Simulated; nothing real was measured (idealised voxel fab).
process module | voxel air gaps
cross-section cut | 250 nm wide | cells 5 nm
A cross-section is a grid of square cells, given in bands from the top down. A band is one or more rows of cells.
Each band's line starts with the height of the band's top and of its bottom, in nm. Then come its materials from left to right, each with its width in nm. One material with "throughout" fills the band from edge to edge. "air" is empty space.
Height 0 is the level under which the wafer as received is all one material. The lowest band goes on downwards, as in "0 down".
A width such as "30 to 40" changes by the same amount from each row of cells to the next, from the band's top row to its bottom row.
"no change" after a step means that no cell of the cross-section changed.
closed voids: empty space of 8 cells or more with no open way to the top, each as width x height at its distance from the left edge, in nm
after a step's settings: what the simulator itself notes on the step
overlay nm, on a step with a mask: how far to the right of its planned place the mask lay; to the left if negative
plan
1 op RECEIVE | material Si
2 op CONFORMAL_DEP | material SiO2 | thk nm 10
3 op CONFORMAL_DEP | material SiN | thk nm 5
4 op DIRECTIONAL_DEP | material lowk | thk nm 30
5 op DIRECTIONAL_DEP | material aC | thk nm 15
6 op PATTERN | tone open | mask id LINES | material resist | width nm 15 | pitch nm 40 | thk nm 35 | overlay nm 0
7 op DIRECTIONAL_ETCH | etch materials aC | depth nm 15
8 op STRIP | etch materials resist
9 op DIRECTIONAL_ETCH | etch materials lowk | depth nm 30
10 op STRIP | etch materials aC
11 op CONFORMAL_DEP | material TiN | thk nm 5
12 op FILL_DEP | material Cu | thk nm 5
13 op CMP | height nm 45
14 op EPI | material Ru | thk nm 10
15 op SELECTIVE_ETCH | etch materials lowk | depth nm 40
16 op CONFORMAL_DEP | material SiN | thk nm 5
first wafer, as planned
as received, after step 1
  0 down: Si throughout
  closed voids: none
after step 2
  10 to 0: SiO2 throughout
  below 0: unchanged
after step 3
  15 to 10: SiN throughout
  below 10: unchanged
after step 4
  45 to 15: lowk throughout
  below 15: unchanged
after step 5
  60 to 45: aC throughout
  below 45: unchanged
after step 6
  95 to 60: resist 55 | air 15 | resist 25 | air 15 | resist 25 | air 15 | resist 25 | air 15 | resist 60
  below 60: unchanged
after step 7
  80 to 60: resist 55 | air 15 | resist 25 | air 15 | resist 25 | air 15 | resist 25 | air 15 | resist 60
  60 to 45: aC 55 | air 15 | aC 25 | air 15 | aC 25 | air 15 | aC 25 | air 15 | aC 60
  below 45: unchanged
after step 8
  60 to 45: aC 55 | air 15 | aC 25 | air 15 | aC 25 | air 15 | aC 25 | air 15 | aC 60
  below 45: unchanged
after step 9
  60 to 45: aC 55 | air 15 | aC 25 | air 15 | aC 25 | air 15 | aC 25 | air 15 | aC 60
  45 to 15: lowk 55 | air 15 | lowk 25 | air 15 | lowk 25 | air 15 | lowk 25 | air 15 | lowk 60
  below 15: unchanged
after step 10
  45 to 15: lowk 55 | air 15 | lowk 25 | air 15 | lowk 25 | air 15 | lowk 25 | air 15 | lowk 60
  below 15: unchanged
after step 11
  50 to 45: TiN 60 | air 5 | TiN 35 | air 5 | TiN 35 | air 5 | TiN 35 | air 5 | TiN 65
  45 to 20: lowk 55 | TiN 5 | air 5 | TiN 5 | lowk 25 | TiN 5 | air 5 | TiN 5 | lowk 25 | TiN 5 | air 5 | TiN 5 | lowk 25 | TiN 5 | air 5 | TiN 5 | lowk 60
  20 to 15: lowk 55 | TiN 15 | lowk 25 | TiN 15 | lowk 25 | TiN 15 | lowk 25 | TiN 15 | lowk 60
  below 15: unchanged
after step 12
  55 to 50: Cu throughout
  50 to 45: TiN 60 | Cu 5 | TiN 35 | Cu 5 | TiN 35 | Cu 5 | TiN 35 | Cu 5 | TiN 65
  45 to 20: lowk 55 | TiN 5 | Cu 5 | TiN 5 | lowk 25 | TiN 5 | Cu 5 | TiN 5 | lowk 25 | TiN 5 | Cu 5 | TiN 5 | lowk 25 | TiN 5 | Cu 5 | TiN 5 | lowk 60
  below 20: unchanged
after step 13
  45 to 20: lowk 55 | TiN 5 | Cu 5 | TiN 5 | lowk 25 | TiN 5 | Cu 5 | TiN 5 | lowk 25 | TiN 5 | Cu 5 | TiN 5 | lowk 25 | TiN 5 | Cu 5 | TiN 5 | lowk 60
  below 20: unchanged
after step 14
  55 to 45: air 45 | Ru 35 | air 5 | Ru 35 | air 5 | Ru 35 | air 5 | Ru 35 | air 50
  below 45: unchanged
after step 15
  55 to 45: air 45 | Ru 35 | air 5 | Ru 35 | air 5 | Ru 35 | air 5 | Ru 35 | air 50
  45 to 20: air 55 | TiN 5 | Cu 5 | TiN 5 | air 25 | TiN 5 | Cu 5 | TiN 5 | air 25 | TiN 5 | Cu 5 | TiN 5 | air 25 | TiN 5 | Cu 5 | TiN 5 | air 60
  20 to 15: air 55 | TiN 15 | air 25 | TiN 15 | air 25 | TiN 15 | air 25 | TiN 15 | air 60
  below 15: unchanged
after step 16
  60 to 55: air 40 | SiN 165 | air 45
  55 to 45: air 40 | SiN 5 | Ru 35 | SiN 5 | Ru 35 | SiN 5 | Ru 35 | SiN 5 | Ru 35 | SiN 5 | air 45
  45 to 40: air 40 | SiN 15 | TiN 5 | Cu 5 | TiN 5 | SiN 25 | TiN 5 | Cu 5 | TiN 5 | SiN 25 | TiN 5 | Cu 5 | TiN 5 | SiN 25 | TiN 5 | Cu 5 | TiN 5 | SiN 15 | air 45
  40 to 20: air 50 | SiN 5 | TiN 5 | Cu 5 | TiN 5 | SiN 5 | air 15 | SiN 5 | TiN 5 | Cu 5 | TiN 5 | SiN 5 | air 15 | SiN 5 | TiN 5 | Cu 5 | TiN 5 | SiN 5 | air 15 | SiN 5 | TiN 5 | Cu 5 | TiN 5 | SiN 5 | air 55
  20 to 15: SiN 55 | TiN 15 | SiN 25 | TiN 15 | SiN 25 | TiN 15 | SiN 25 | TiN 15 | SiN 60
  below 15: unchanged
  closed voids: 15 x 20 at 75; 15 x 20 at 115; 15 x 20 at 155
second wafer: like start, like plan, one mistake. Through step 5 it matches the first wafer
when step 6 should have ended
  95 to 60: resist 65 | air 15 | resist 25 | air 15 | resist 25 | air 15 | resist 25 | air 15 | resist 50
  below 60: unchanged
when step 7 should have ended
  80 to 60: resist 65 | air 15 | resist 25 | air 15 | resist 25 | air 15 | resist 25 | air 15 | resist 50
  60 to 45: aC 65 | air 15 | aC 25 | air 15 | aC 25 | air 15 | aC 25 | air 15 | aC 50
  below 45: unchanged
when step 8 should have ended
  60 to 45: aC 65 | air 15 | aC 25 | air 15 | aC 25 | air 15 | aC 25 | air 15 | aC 50
  below 45: unchanged
when step 9 should have ended
  60 to 45: aC 65 | air 15 | aC 25 | air 15 | aC 25 | air 15 | aC 25 | air 15 | aC 50
  45 to 15: lowk 65 | air 15 | lowk 25 | air 15 | lowk 25 | air 15 | lowk 25 | air 15 | lowk 50
  below 15: unchanged
when step 10 should have ended
  45 to 15: lowk 65 | air 15 | lowk 25 | air 15 | lowk 25 | air 15 | lowk 25 | air 15 | lowk 50
  below 15: unchanged
when step 11 should have ended
  50 to 45: TiN 70 | air 5 | TiN 35 | air 5 | TiN 35 | air 5 | TiN 35 | air 5 | TiN 55
  45 to 20: lowk 65 | TiN 5 | air 5 | TiN 5 | lowk 25 | TiN 5 | air 5 | TiN 5 | lowk 25 | TiN 5 | air 5 | TiN 5 | lowk 25 | TiN 5 | air 5 | TiN 5 | lowk 50
  20 to 15: lowk 65 | TiN 15 | lowk 25 | TiN 15 | lowk 25 | TiN 15 | lowk 25 | TiN 15 | lowk 50
  below 15: unchanged
when step 12 should have ended
  55 to 50: Cu throughout
  50 to 45: TiN 70 | Cu 5 | TiN 35 | Cu 5 | TiN 35 | Cu 5 | TiN 35 | Cu 5 | TiN 55
  45 to 20: lowk 65 | TiN 5 | Cu 5 | TiN 5 | lowk 25 | TiN 5 | Cu 5 | TiN 5 | lowk 25 | TiN 5 | Cu 5 | TiN 5 | lowk 25 | TiN 5 | Cu 5 | TiN 5 | lowk 50
  below 20: unchanged
when step 13 should have ended
  45 to 20: lowk 65 | TiN 5 | Cu 5 | TiN 5 | lowk 25 | TiN 5 | Cu 5 | TiN 5 | lowk 25 | TiN 5 | Cu 5 | TiN 5 | lowk 25 | TiN 5 | Cu 5 | TiN 5 | lowk 50
  below 20: unchanged
when step 14 should have ended
  55 to 45: air 55 | Ru 35 | air 5 | Ru 35 | air 5 | Ru 35 | air 5 | Ru 35 | air 40
  below 45: unchanged
when step 15 should have ended
  55 to 45: air 55 | Ru 35 | air 5 | Ru 35 | air 5 | Ru 35 | air 5 | Ru 35 | air 40
  45 to 20: air 65 | TiN 5 | Cu 5 | TiN 5 | air 25 | TiN 5 | Cu 5 | TiN 5 | air 25 | TiN 5 | Cu 5 | TiN 5 | air 25 | TiN 5 | Cu 5 | TiN 5 | air 50
  20 to 15: air 65 | TiN 15 | air 25 | TiN 15 | air 25 | TiN 15 | air 25 | TiN 15 | air 50
  below 15: unchanged
when step 16 should have ended
  60 to 55: air 50 | SiN 165 | air 35
  55 to 45: air 50 | SiN 5 | Ru 35 | SiN 5 | Ru 35 | SiN 5 | Ru 35 | SiN 5 | Ru 35 | SiN 5 | air 35
  45 to 40: air 50 | SiN 15 | TiN 5 | Cu 5 | TiN 5 | SiN 25 | TiN 5 | Cu 5 | TiN 5 | SiN 25 | TiN 5 | Cu 5 | TiN 5 | SiN 25 | TiN 5 | Cu 5 | TiN 5 | SiN 15 | air 35
  40 to 20: air 60 | SiN 5 | TiN 5 | Cu 5 | TiN 5 | SiN 5 | air 15 | SiN 5 | TiN 5 | Cu 5 | TiN 5 | SiN 5 | air 15 | SiN 5 | TiN 5 | Cu 5 | TiN 5 | SiN 5 | air 15 | SiN 5 | TiN 5 | Cu 5 | TiN 5 | SiN 5 | air 45
  20 to 15: SiN 65 | TiN 15 | SiN 25 | TiN 15 | SiN 25 | TiN 15 | SiN 25 | TiN 15 | SiN 50
  below 15: unchanged
  closed voids: 15 x 20 at 85; 15 x 20 at 125; 15 x 20 at 165
what went wrong: step 6 ran as: op PATTERN | tone open | mask id LINES | material resist | width nm 15 | pitch nm 40 | thk nm 35 | overlay nm 10
at the end the second wafer has, in cells: as many of each material as the first, in other places
